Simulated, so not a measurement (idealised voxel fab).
Herein follows the process module entitled voxel wiring stack.
We display cut, a cross-section 240 nm in width whose square cells are each 5 nm.
The cross-sections in this document take the form of a grid made of square cells. They are written out as bands, in order from top to bottom. Each band consists of one or more rows of cells.
Look at the band entry: it leads with the top's height and the bottom's height in nm. Then it lists the materials left to right, with a width in nm for each. The word "throughout" on a single material says that material fills the band edge to edge. The word "air" is empty space.
Heads up on the height convention: 0 is the point under which the incoming wafer is all one material, and the lowest band has no bottom, it just keeps going down, like "z 0 and below".
A two-number width, for instance "30..40", indicates that the width is equal to the first number in the top row of the band and to the second number in the bottom row, and that it changes by a constant amount per row of cells.
Basically "no alteration" means that step didn't change any cell in the cross-section.
Under "Closed void listing" you'll find the enclosed gaps, the ones with no way out to the top, that are 8 cells or bigger; each reads width x height at distance, with distance counted from the left edge, everything in nm.
What comes after the settings on a step's line is commentary from the simulator itself on that step.
overlay nm: mask offset rightward from planned place, masked step; negative means leftward offset.

THE STEPS PLANNED FOR THE PROCESS ARE AS FOLLOWS
1 RECEIVE with material Si
2 CONFORMAL_DEP with material SiO2, thk nm 15
3 DIRECTIONAL_DEP with material TiN, thk nm 5
4 DIRECTIONAL_DEP with material Ru, thk nm 25
5 PATTERN with tone cover, mask id METAL_1, material resist, width nm 25, pitch nm 45, thk nm 20, overlay nm 0
6 DIRECTIONAL_ETCH with etch materials Ru, depth nm 25
7 DIRECTIONAL_ETCH with etch materials TiN, depth nm 5
8 STRIP with etch materials resist
9 FILL_DEP with material lowk, thk nm 10
10 CMP with height nm 45
11 CONFORMAL_DEP with material SiCN, thk nm 5
12 DIRECTIONAL_DEP with material lowk, thk nm 25
13 DIRECTIONAL_DEP with material aC, thk nm 10
14 PATTERN with tone open, mask id METAL_2_HOLES, material resist, width nm 15, pitch nm 45, thk nm 25, overlay nm 0
15 DIRECTIONAL_ETCH with etch materials aC, depth nm 10
16 STRIP with etch materials resist
17 DIRECTIONAL_ETCH with etch materials lowk, depth nm 25
18 STRIP with etch materials aC
19 MASKED_ETCH with tone open, mask id METAL_2, width nm 25, pitch nm 45, etch materials lowk, depth nm 15, overlay nm 0
20 MASKED_ETCH with tone open, mask id METAL_2, width nm 25, pitch nm 45, etch materials SiCN, depth nm 5, overlay nm 0
21 CONFORMAL_DEP with material TiN, thk nm 5
22 FILL_DEP with material Cu, thk nm 10
23 CMP with height nm 75
24 CONFORMAL_DEP with material SiCN, thk nm 5

WAFER CROSS-SECTION ON RECEIPT, I.E. AFTER STEP 1
* z 0 and below: Si throughout
* Closed void listing: none

WAFER AT MODULE END, IN SECTION. BEGAN AS ABOVE, PLANNED AS ABOVE, RUN WITH ONE MISTAKE
* z 80 to 75: SiCN throughout
* z 75 to 70: SiCN: 40; TiN: 25; SiCN: 20; TiN: 25; SiCN: 20; TiN: 25; SiCN: 20; TiN: 25; SiCN: 40
* z 70 to 45: lowk throughout
* z 45 to 20: lowk: 40; Ru: 25; lowk: 20; Ru: 25; lowk: 20; Ru: 25; lowk: 20; Ru: 25; lowk: 40
* z 20 to 15: lowk: 40; TiN: 25; lowk: 20; TiN: 25; lowk: 20; TiN: 25; lowk: 20; TiN: 25; lowk: 40
* z 15 to 0: SiO2 throughout
* z 0 and below: Si throughout
* Closed void listing: none
Processing error: steps 11 and 12 were swapped
